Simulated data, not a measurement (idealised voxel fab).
process module | voxel wiring stack
cross-section cut | 280 nm wide | cells 5 nm
A cross-section is a grid of square cells, given in bands from the top down. A band is one or more rows of cells.
Each band's line starts with the height of the band's top and of its bottom, in nm. Then come its materials from left to right, each with its width in nm. One material with "throughout" fills the band from edge to edge. "air" is empty space.
Height 0 is the level under which the wafer as received is all one material. The lowest band goes on downwards, as in "0 down".
A width such as "30 to 40" changes by the same amount from each row of cells to the next, from the band's top row to its bottom row.
"no change" after a step means that no cell of the cross-section changed.
closed voids: empty space of 8 cells or more with no open way to the top, each as width x height at its distance from the left edge, in nm
after a step's settings: what the simulator itself notes on the step
overlay nm, on a step with a mask: how far to the right of its planned place the mask lay; to the left if negative
plan
1 op RECEIVE | material Si
2 op CONFORMAL_DEP | material SiO2 | thk nm 15
3 op CONFORMAL_DEP | material SiN | thk nm 5
4 op DIRECTIONAL_DEP | material lowk | thk nm 20
5 op DIRECTIONAL_DEP | material aC | thk nm 10
6 op PATTERN | tone open | mask id METAL_1 | material resist | width nm 25 | pitch nm 45 | thk nm 25 | overlay nm 0
7 op DIRECTIONAL_ETCH | etch materials aC | depth nm 10
8 op STRIP | etch materials resist
9 op DIRECTIONAL_ETCH | etch materials lowk | depth nm 20
10 op DIRECTIONAL_ETCH | etch materials SiN | depth nm 5
11 op STRIP | etch materials aC
12 op CONFORMAL_DEP | material TiN | thk nm 5
13 op FILL_DEP | material Ru | thk nm 5
14 op CMP | height nm 40
15 op CONFORMAL_DEP | material SiCN | thk nm 5
16 op DIRECTIONAL_DEP | material lowk | thk nm 10
17 op MASKED_ETCH | tone open | mask id PLUG_1 | width nm 15 | pitch nm 45 | etch materials lowk | depth nm 10 | overlay nm 0
18 op MASKED_ETCH | tone open | mask id PLUG_1 | width nm 15 | pitch nm 45 | etch materials SiCN | depth nm 5 | overlay nm 0
19 op EPI | material Ru | thk nm 10
20 op EPI | material Ru | thk nm 5
21 op CONFORMAL_DEP | material SiN | thk nm 5
22 op DIRECTIONAL_DEP | material SiO2 | thk nm 15
23 op PATTERN | tone open | mask id METAL_2 | material resist | width nm 25 | pitch nm 45 | thk nm 20 | overlay nm 0
24 op DIRECTIONAL_ETCH | etch materials SiO2 | depth nm 15
25 op DIRECTIONAL_ETCH | etch materials SiN | depth nm 5
26 op STRIP | etch materials resist
27 op CONFORMAL_DEP | material TiN | thk nm 5
28 op FILL_DEP | material Cu | thk nm 5
29 op CMP | height nm 75
30 op CONFORMAL_DEP | material SiN | thk nm 5
first wafer, as planned
as received, after step 1
  0 down: Si throughout
  closed voids: none
after step 2
  15 to 0: SiO2 throughout
  below 0: unchanged
after step 3
  20 to 15: SiN throughout
  below 15: unchanged
after step 4
  40 to 20: lowk throughout
  below 20: unchanged
after step 5
  50 to 40: aC throughout
  below 40: unchanged
after step 6
  75 to 50: resist 80 | air 25 | resist 20 | air 25 | resist 20 | air 25 | resist 85
  below 50: unchanged
after step 7
  65 to 50: resist 80 | air 25 | resist 20 | air 25 | resist 20 | air 25 | resist 85
  50 to 40: aC 80 | air 25 | aC 20 | air 25 | aC 20 | air 25 | aC 85
  below 40: unchanged
after step 8
  50 to 40: aC 80 | air 25 | aC 20 | air 25 | aC 20 | air 25 | aC 85
  below 40: unchanged
after step 9
  50 to 40: aC 80 | air 25 | aC 20 | air 25 | aC 20 | air 25 | aC 85
  40 to 20: lowk 80 | air 25 | lowk 20 | air 25 | lowk 20 | air 25 | lowk 85
  below 20: unchanged
after step 10
  50 to 40: aC 80 | air 25 | aC 20 | air 25 | aC 20 | air 25 | aC 85
  40 to 20: lowk 80 | air 25 | lowk 20 | air 25 | lowk 20 | air 25 | lowk 85
  20 to 15: SiN 80 | air 25 | SiN 20 | air 25 | SiN 20 | air 25 | SiN 85
  below 15: unchanged
after step 11
  40 to 20: lowk 80 | air 25 | lowk 20 | air 25 | lowk 20 | air 25 | lowk 85
  below 20: unchanged
after step 12
  45 to 40: TiN 85 | air 15 | TiN 30 | air 15 | TiN 30 | air 15 | TiN 90
  40 to 20: lowk 80 | TiN 5 | air 15 | TiN 5 | lowk 20 | TiN 5 | air 15 | TiN 5 | lowk 20 | TiN 5 | air 15 | TiN 5 | lowk 85
  20 to 15: SiN 80 | TiN 25 | SiN 20 | TiN 25 | SiN 20 | TiN 25 | SiN 85
  below 15: unchanged
after step 13
  50 to 45: Ru throughout
  45 to 40: TiN 85 | Ru 15 | TiN 30 | Ru 15 | TiN 30 | Ru 15 | TiN 90
  40 to 20: lowk 80 | TiN 5 | Ru 15 | TiN 5 | lowk 20 | TiN 5 | Ru 15 | TiN 5 | lowk 20 | TiN 5 | Ru 15 | TiN 5 | lowk 85
  below 20: unchanged
after step 14
  40 to 20: lowk 80 | TiN 5 | Ru 15 | TiN 5 | lowk 20 | TiN 5 | Ru 15 | TiN 5 | lowk 20 | TiN 5 | Ru 15 | TiN 5 | lowk 85
  below 20: unchanged
after step 15
  45 to 40: SiCN throughout
  below 40: unchanged
after step 16
  55 to 45: lowk throughout
  below 45: unchanged
after step 17
  55 to 45: lowk 80 | air 15 | lowk 30 | air 15 | lowk 30 | air 15 | lowk 95
  below 45: unchanged
after step 18
  55 to 45: lowk 80 | air 15 | lowk 30 | air 15 | lowk 30 | air 15 | lowk 95
  45 to 40: SiCN 80 | air 15 | SiCN 30 | air 15 | SiCN 30 | air 15 | SiCN 95
  below 40: unchanged
after step 19
  55 to 50: lowk 80 | air 15 | lowk 30 | air 15 | lowk 30 | air 15 | lowk 95
  50 to 45: lowk 80 | Ru 15 | lowk 30 | Ru 15 | lowk 30 | Ru 15 | lowk 95
  45 to 40: SiCN 80 | Ru 15 | SiCN 30 | Ru 15 | SiCN 30 | Ru 15 | SiCN 95
  below 40: unchanged
after step 20
  55 to 45: lowk 80 | Ru 15 | lowk 30 | Ru 15 | lowk 30 | Ru 15 | lowk 95
  below 45: unchanged
after step 21
  60 to 55: SiN throughout
  below 55: unchanged
after step 22
  75 to 60: SiO2 throughout
  below 60: unchanged
after step 23
  95 to 75: resist 80 | air 25 | resist 20 | air 25 | resist 20 | air 25 | resist 85
  below 75: unchanged
after step 24
  95 to 75: resist 80 | air 25 | resist 20 | air 25 | resist 20 | air 25 | resist 85
  75 to 60: SiO2 80 | air 25 | SiO2 20 | air 25 | SiO2 20 | air 25 | SiO2 85
  below 60: unchanged
after step 25
  95 to 75: resist 80 | air 25 | resist 20 | air 25 | resist 20 | air 25 | resist 85
  75 to 60: SiO2 80 | air 25 | SiO2 20 | air 25 | SiO2 20 | air 25 | SiO2 85
  60 to 55: SiN 80 | air 25 | SiN 20 | air 25 | SiN 20 | air 25 | SiN 85
  below 55: unchanged
after step 26
  75 to 60: SiO2 80 | air 25 | SiO2 20 | air 25 | SiO2 20 | air 25 | SiO2 85
  below 60: unchanged
after step 27
  80 to 75: TiN 85 | air 15 | TiN 30 | air 15 | TiN 30 | air 15 | TiN 90
  75 to 60: SiO2 80 | TiN 5 | air 15 | TiN 5 | SiO2 20 | TiN 5 | air 15 | TiN 5 | SiO2 20 | TiN 5 | air 15 | TiN 5 | SiO2 85
  60 to 55: SiN 80 | TiN 25 | SiN 20 | TiN 25 | SiN 20 | TiN 25 | SiN 85
  below 55: unchanged
after step 28
  85 to 80: Cu throughout
  80 to 75: TiN 85 | Cu 15 | TiN 30 | Cu 15 | TiN 30 | Cu 15 | TiN 90
  75 to 60: SiO2 80 | TiN 5 | Cu 15 | TiN 5 | SiO2 20 | TiN 5 | Cu 15 | TiN 5 | SiO2 20 | TiN 5 | Cu 15 | TiN 5 | SiO2 85
  below 60: unchanged
after step 29
  75 to 60: SiO2 80 | TiN 5 | Cu 15 | TiN 5 | SiO2 20 | TiN 5 | Cu 15 | TiN 5 | SiO2 20 | TiN 5 | Cu 15 | TiN 5 | SiO2 85
  below 60: unchanged
after step 30
  80 to 75: SiN throughout
  below 75: unchanged
second wafer: like start, like plan, one mistake. Through step 5 it matches the first wafer
when step 6 should have ended
  75 to 50: resist 80 | air 30 | resist 15 | air 30 | resist 15 | air 30 | resist 80
  below 50: unchanged
when step 7 should have ended
  65 to 50: resist 80 | air 30 | resist 15 | air 30 | resist 15 | air 30 | resist 80
  50 to 40: aC 80 | air 30 | aC 15 | air 30 | aC 15 | air 30 | aC 80
  below 40: unchanged
when step 8 should have ended
  50 to 40: aC 80 | air 30 | aC 15 | air 30 | aC 15 | air 30 | aC 80
  below 40: unchanged
when step 9 should have ended
  50 to 40: aC 80 | air 30 | aC 15 | air 30 | aC 15 | air 30 | aC 80
  40 to 20: lowk 80 | air 30 | lowk 15 | air 30 | lowk 15 | air 30 | lowk 80
  below 20: unchanged
when step 10 should have ended
  50 to 40: aC 80 | air 30 | aC 15 | air 30 | aC 15 | air 30 | aC 80
  40 to 20: lowk 80 | air 30 | lowk 15 | air 30 | lowk 15 | air 30 | lowk 80
  20 to 15: SiN 80 | air 30 | SiN 15 | air 30 | SiN 15 | air 30 | SiN 80
  below 15: unchanged
when step 11 should have ended
  40 to 20: lowk 80 | air 30 | lowk 15 | air 30 | lowk 15 | air 30 | lowk 80
  below 20: unchanged
when step 12 should have ended
  45 to 40: TiN 85 | air 20 | TiN 25 | air 20 | TiN 25 | air 20 | TiN 85
  40 to 20: lowk 80 | TiN 5 | air 20 | TiN 5 | lowk 15 | TiN 5 | air 20 | TiN 5 | lowk 15 | TiN 5 | air 20 | TiN 5 | lowk 80
  20 to 15: SiN 80 | TiN 30 | SiN 15 | TiN 30 | SiN 15 | TiN 30 | SiN 80
  below 15: unchanged
when step 13 should have ended
  50 to 45: Ru throughout
  45 to 40: TiN 85 | Ru 20 | TiN 25 | Ru 20 | TiN 25 | Ru 20 | TiN 85
  40 to 20: lowk 80 | TiN 5 | Ru 20 | TiN 5 | lowk 15 | TiN 5 | Ru 20 | TiN 5 | lowk 15 | TiN 5 | Ru 20 | TiN 5 | lowk 80
  below 20: unchanged
when step 14 should have ended
  40 to 20: lowk 80 | TiN 5 | Ru 20 | TiN 5 | lowk 15 | TiN 5 | Ru 20 | TiN 5 | lowk 15 | TiN 5 | Ru 20 | TiN 5 | lowk 80
  below 20: unchanged
when step 15 should have ended
  45 to 40: SiCN throughout
  below 40: unchanged
when step 16 should have ended
  55 to 45: lowk throughout
  below 45: unchanged
when step 17 should have ended
  55 to 45: lowk 80 | air 15 | lowk 30 | air 15 | lowk 30 | air 15 | lowk 95
  below 45: unchanged
when step 18 should have ended
  55 to 45: lowk 80 | air 15 | lowk 30 | air 15 | lowk 30 | air 15 | lowk 95
  45 to 40: SiCN 80 | air 15 | SiCN 30 | air 15 | SiCN 30 | air 15 | SiCN 95
  below 40: unchanged
when step 19 should have ended
  55 to 50: lowk 80 | air 15 | lowk 30 | air 15 | lowk 30 | air 15 | lowk 95
  50 to 45: lowk 80 | Ru 15 | lowk 30 | Ru 15 | lowk 30 | Ru 15 | lowk 95
  45 to 40: SiCN 80 | Ru 15 | SiCN 30 | Ru 15 | SiCN 30 | Ru 15 | SiCN 95
  below 40: unchanged
when step 20 should have ended
  55 to 45: lowk 80 | Ru 15 | lowk 30 | Ru 15 | lowk 30 | Ru 15 | lowk 95
  below 45: unchanged
when step 21 should have ended
  60 to 55: SiN throughout
  below 55: unchanged
when step 22 should have ended
  75 to 60: SiO2 throughout
  below 60: unchanged
when step 23 should have ended
  95 to 75: resist 80 | air 25 | resist 20 | air 25 | resist 20 | air 25 | resist 85
  below 75: unchanged
when step 24 should have ended
  95 to 75: resist 80 | air 25 | resist 20 | air 25 | resist 20 | air 25 | resist 85
  75 to 60: SiO2 80 | air 25 | SiO2 20 | air 25 | SiO2 20 | air 25 | SiO2 85
  below 60: unchanged
when step 25 should have ended
  95 to 75: resist 80 | air 25 | resist 20 | air 25 | resist 20 | air 25 | resist 85
  75 to 60: SiO2 80 | air 25 | SiO2 20 | air 25 | SiO2 20 | air 25 | SiO2 85
  60 to 55: SiN 80 | air 25 | SiN 20 | air 25 | SiN 20 | air 25 | SiN 85
  below 55: unchanged
when step 26 should have ended
  75 to 60: SiO2 80 | air 25 | SiO2 20 | air 25 | SiO2 20 | air 25 | SiO2 85
  below 60: unchanged
when step 27 should have ended
  80 to 75: TiN 85 | air 15 | TiN 30 | air 15 | TiN 30 | air 15 | TiN 90
  75 to 60: SiO2 80 | TiN 5 | air 15 | TiN 5 | SiO2 20 | TiN 5 | air 15 | TiN 5 | SiO2 20 | TiN 5 | air 15 | TiN 5 | SiO2 85
  60 to 55: SiN 80 | TiN 25 | SiN 20 | TiN 25 | SiN 20 | TiN 25 | SiN 85
  below 55: unchanged
when step 28 should have ended
  85 to 80: Cu throughout
  80 to 75: TiN 85 | Cu 15 | TiN 30 | Cu 15 | TiN 30 | Cu 15 | TiN 90
  75 to 60: SiO2 80 | TiN 5 | Cu 15 | TiN 5 | SiO2 20 | TiN 5 | Cu 15 | TiN 5 | SiO2 20 | TiN 5 | Cu 15 | TiN 5 | SiO2 85
  below 60: unchanged
when step 29 should have ended
  75 to 60: SiO2 80 | TiN 5 | Cu 15 | TiN 5 | SiO2 20 | TiN 5 | Cu 15 | TiN 5 | SiO2 20 | TiN 5 | Cu 15 | TiN 5 | SiO2 85
  below 60: unchanged
when step 30 should have ended
  80 to 75: SiN throughout
  below 75: unchanged
what went wrong: step 6 ran as: op PATTERN | tone open | mask id METAL_1 | material resist | width nm 30 | pitch nm 45 | thk nm 25 | overlay nm 0
at the end the second wafer has, in cells: 12 more of Ru | 3 fewer of SiN | 3 more of TiN | 12 fewer of lowk
